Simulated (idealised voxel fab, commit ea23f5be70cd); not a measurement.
Name of the process module below: voxel air gaps
In the cross-section labelled cut, the width is 275 nm and each square cell is 5 nm.
Just so we're on the same page, the cross-sections are grids of square cells, and they're listed out in bands top to bottom, each band one or more rows deep. Band: top height; bottom height; in nm. Then, left to right: material with width in nm, for each material. "throughout": a single material spanning edge to edge. "blank": empty space. A quick word on heights: they are counted from 0, and under that level the wafer as it came to us is one material throughout. The lowest band is different from the rest in having no bottom; it simply continues downward, written as in "from 0 down". Width spec "30 to 40" -> top row of cells at first value, bottom row at second value, equal per-row change in between. "everything unchanged" after a step means that no cell of the cross-section changed. Enclosed void entries: empty space of 8 cells or more with no open way to the top, each as width x height at its distance from the left edge, in nm. Note: text after step settings on the step line = simulator remark on that step. "overlay nm" on a masked step: distance the mask lay right of its planned place, negative for left.
## Process steps (planned)
1 RECEIVE [material Si]
2 CONFORMAL_DEP [material SiO2] [thk nm 10]
3 CONFORMAL_DEP [material SiN] [thk nm 5]
4 DIRECTIONAL_DEP [material SiO2] [thk nm 35]
5 MASKED_ETCH [tone open] [mask id LINES] [width nm 20] [pitch nm 50] [etch materials SiO2] [depth nm 35] [overlay nm 0]
6 CONFORMAL_DEP [material TiN] [thk nm 5]
7 FILL_DEP [material W] [thk nm 10]
8 CMP [height nm 50]
9 EPI [material Ru] [thk nm 10]
10 SELECTIVE_ETCH [etch materials SiO2] [depth nm 45]
11 CONFORMAL_DEP [material SiN] [thk nm 5]
## First of two wafers: run as planned
## So this is the incoming wafer in cross-section - it's already been through step 1
- from 0 down: Si throughout
- Enclosed void entries: none
## Cross-section of the wafer subsequent to step 2
- from 10 to 0: SiO2 throughout
- Heights below 0 show no change.
## Cross-section of the wafer subsequent to step 3
- from 15 to 10: SiN throughout
- Heights below 10 show no change.
## Cross-section of the wafer subsequent to step 4
- from 50 to 15: SiO2 throughout
- Heights below 15 show no change.
## Cross-section of the wafer subsequent to step 5
- from 50 to 15: SiO2 50 | blank 20 | SiO2 30 | blank 20 | SiO2 30 | blank 20 | SiO2 30 | blank 20 | SiO2 55
- Heights below 15 show no change.
## Cross-section of the wafer subsequent to step 6
- from 55 to 50: TiN 55 | blank 10 | TiN 40 | blank 10 | TiN 40 | blank 10 | TiN 40 | blank 10 | TiN 60
- from 50 to 20: SiO2 50 | TiN 5 | blank 10 | TiN 5 | SiO2 30 | TiN 5 | blank 10 | TiN 5 | SiO2 30 | TiN 5 | blank 10 | TiN 5 | SiO2 30 | TiN 5 | blank 10 | TiN 5 | SiO2 55
- from 20 to 15: SiO2 50 | TiN 20 | SiO2 30 | TiN 20 | SiO2 30 | TiN 20 | SiO2 30 | TiN 20 | SiO2 55
- Heights below 15 show no change.
## Cross-section of the wafer subsequent to step 7
- from 65 to 55: W throughout
- from 55 to 50: TiN 55 | W 10 | TiN 40 | W 10 | TiN 40 | W 10 | TiN 40 | W 10 | TiN 60
- from 50 to 20: SiO2 50 | TiN 5 | W 10 | TiN 5 | SiO2 30 | TiN 5 | W 10 | TiN 5 | SiO2 30 | TiN 5 | W 10 | TiN 5 | SiO2 30 | TiN 5 | W 10 | TiN 5 | SiO2 55
- Heights below 20 show no change.
## Cross-section of the wafer subsequent to step 8
- from 50 to 20: SiO2 50 | TiN 5 | W 10 | TiN 5 | SiO2 30 | TiN 5 | W 10 | TiN 5 | SiO2 30 | TiN 5 | W 10 | TiN 5 | SiO2 30 | TiN 5 | W 10 | TiN 5 | SiO2 55
- Heights below 20 show no change.
## Cross-section of the wafer subsequent to step 9
- from 60 to 50: blank 40 | Ru 40 | blank 10 | Ru 40 | blank 10 | Ru 40 | blank 10 | Ru 40 | blank 45
- Heights below 50 show no change.
## Cross-section of the wafer subsequent to step 10
- from 60 to 50: blank 40 | Ru 40 | blank 10 | Ru 40 | blank 10 | Ru 40 | blank 10 | Ru 40 | blank 45
- from 50 to 20: blank 50 | TiN 5 | W 10 | TiN 5 | blank 30 | TiN 5 | W 10 | TiN 5 | blank 30 | TiN 5 | W 10 | TiN 5 | blank 30 | TiN 5 | W 10 | TiN 5 | blank 55
- from 20 to 15: blank 50 | TiN 20 | blank 30 | TiN 20 | blank 30 | TiN 20 | blank 30 | TiN 20 | blank 55
- Heights below 15 show no change.
## Cross-section of the wafer subsequent to step 11
- from 65 to 60: blank 35 | SiN 200 | blank 40
- from 60 to 50: blank 35 | SiN 5 | Ru 40 | SiN 10 | Ru 40 | SiN 10 | Ru 40 | SiN 10 | Ru 40 | SiN 5 | blank 40
- from 50 to 45: blank 35 | SiN 15 | TiN 5 | W 10 | TiN 5 | SiN 30 | TiN 5 | W 10 | TiN 5 | SiN 30 | TiN 5 | W 10 | TiN 5 | SiN 30 | TiN 5 | W 10 | TiN 5 | SiN 15 | blank 40
- from 45 to 20: blank 45 | SiN 5 | TiN 5 | W 10 | TiN 5 | SiN 5 | blank 20 | SiN 5 | TiN 5 | W 10 | TiN 5 | SiN 5 | blank 20 | SiN 5 | TiN 5 | W 10 | TiN 5 | SiN 5 | blank 20 | SiN 5 | TiN 5 | W 10 | TiN 5 | SiN 5 | blank 50
- from 20 to 15: SiN 50 | TiN 20 | SiN 30 | TiN 20 | SiN 30 | TiN 20 | SiN 30 | TiN 20 | SiN 55
- Heights below 15 show no change.
- Enclosed void entries: 20 x 25 at 75; 20 x 25 at 125; 20 x 25 at 175
## Wafer two. Same start, same plan, one slip in execution. Same as wafer one through step 4, inclusive
## Second wafer, section view, time point: scheduled end of step 5
- from 50 to 15: SiO2 55 | blank 20 | SiO2 30 | blank 20 | SiO2 30 | blank 20 | SiO2 30 | blank 20 | SiO2 50
- Heights below 15 show no change.
## Second wafer, section view, time point: scheduled end of step 6
- from 55 to 50: TiN 60 | blank 10 | TiN 40 | blank 10 | TiN 40 | blank 10 | TiN 40 | blank 10 | TiN 55
- from 50 to 20: SiO2 55 | TiN 5 | blank 10 | TiN 5 | SiO2 30 | TiN 5 | blank 10 | TiN 5 | SiO2 30 | TiN 5 | blank 10 | TiN 5 | SiO2 30 | TiN 5 | blank 10 | TiN 5 | SiO2 50
- from 20 to 15: SiO2 55 | TiN 20 | SiO2 30 | TiN 20 | SiO2 30 | TiN 20 | SiO2 30 | TiN 20 | SiO2 50
- Heights below 15 show no change.
## Second wafer, section view, time point: scheduled end of step 7
- from 65 to 55: W throughout
- from 55 to 50: TiN 60 | W 10 | TiN 40 | W 10 | TiN 40 | W 10 | TiN 40 | W 10 | TiN 55
- from 50 to 20: SiO2 55 | TiN 5 | W 10 | TiN 5 | SiO2 30 | TiN 5 | W 10 | TiN 5 | SiO2 30 | TiN 5 | W 10 | TiN 5 | SiO2 30 | TiN 5 | W 10 | TiN 5 | SiO2 50
- Heights below 20 show no change.
## Second wafer, section view, time point: scheduled end of step 8
- from 50 to 20: SiO2 55 | TiN 5 | W 10 | TiN 5 | SiO2 30 | TiN 5 | W 10 | TiN 5 | SiO2 30 | TiN 5 | W 10 | TiN 5 | SiO2 30 | TiN 5 | W 10 | TiN 5 | SiO2 50
- Heights below 20 show no change.
## Second wafer, section view, time point: scheduled end of step 9
- from 60 to 50: blank 45 | Ru 40 | blank 10 | Ru 40 | blank 10 | Ru 40 | blank 10 | Ru 40 | blank 40
- Heights below 50 show no change.
## Second wafer, section view, time point: scheduled end of step 10
- from 60 to 50: blank 45 | Ru 40 | blank 10 | Ru 40 | blank 10 | Ru 40 | blank 10 | Ru 40 | blank 40
- from 50 to 20: blank 55 | TiN 5 | W 10 | TiN 5 | blank 30 | TiN 5 | W 10 | TiN 5 | blank 30 | TiN 5 | W 10 | TiN 5 | blank 30 | TiN 5 | W 10 | TiN 5 | blank 50
- from 20 to 15: blank 55 | TiN 20 | blank 30 | TiN 20 | blank 30 | TiN 20 | blank 30 | TiN 20 | blank 50
- Heights below 15 show no change.
## Second wafer, section view, time point: scheduled end of step 11
- from 65 to 60: blank 40 | SiN 200 | blank 35
- from 60 to 50: blank 40 | SiN 5 | Ru 40 | SiN 10 | Ru 40 | SiN 10 | Ru 40 | SiN 10 | Ru 40 | SiN 5 | blank 35
- from 50 to 45: blank 40 | SiN 15 | TiN 5 | W 10 | TiN 5 | SiN 30 | TiN 5 | W 10 | TiN 5 | SiN 30 | TiN 5 | W 10 | TiN 5 | SiN 30 | TiN 5 | W 10 | TiN 5 | SiN 15 | blank 35
- from 45 to 20: blank 50 | SiN 5 | TiN 5 | W 10 | TiN 5 | SiN 5 | blank 20 | SiN 5 | TiN 5 | W 10 | TiN 5 | SiN 5 | blank 20 | SiN 5 | TiN 5 | W 10 | TiN 5 | SiN 5 | blank 20 | SiN 5 | TiN 5 | W 10 | TiN 5 | SiN 5 | blank 45
- from 20 to 15: SiN 55 | TiN 20 | SiN 30 | TiN 20 | SiN 30 | TiN 20 | SiN 30 | TiN 20 | SiN 50
- Heights below 15 show no change.
- Enclosed void entries: 20 x 25 at 80; 20 x 25 at 130; 20 x 25 at 180
Plan not followed: not per plan at step 5, really ran MASKED_ETCH [tone open] [mask id LINES] [width nm 20] [pitch nm 50] [etch materials SiO2] [depth nm 35] [overlay nm 5]
Upon completion, the cell count for each material on the second wafer equals that on the first, whereas the spatial distribution of those cells differs.
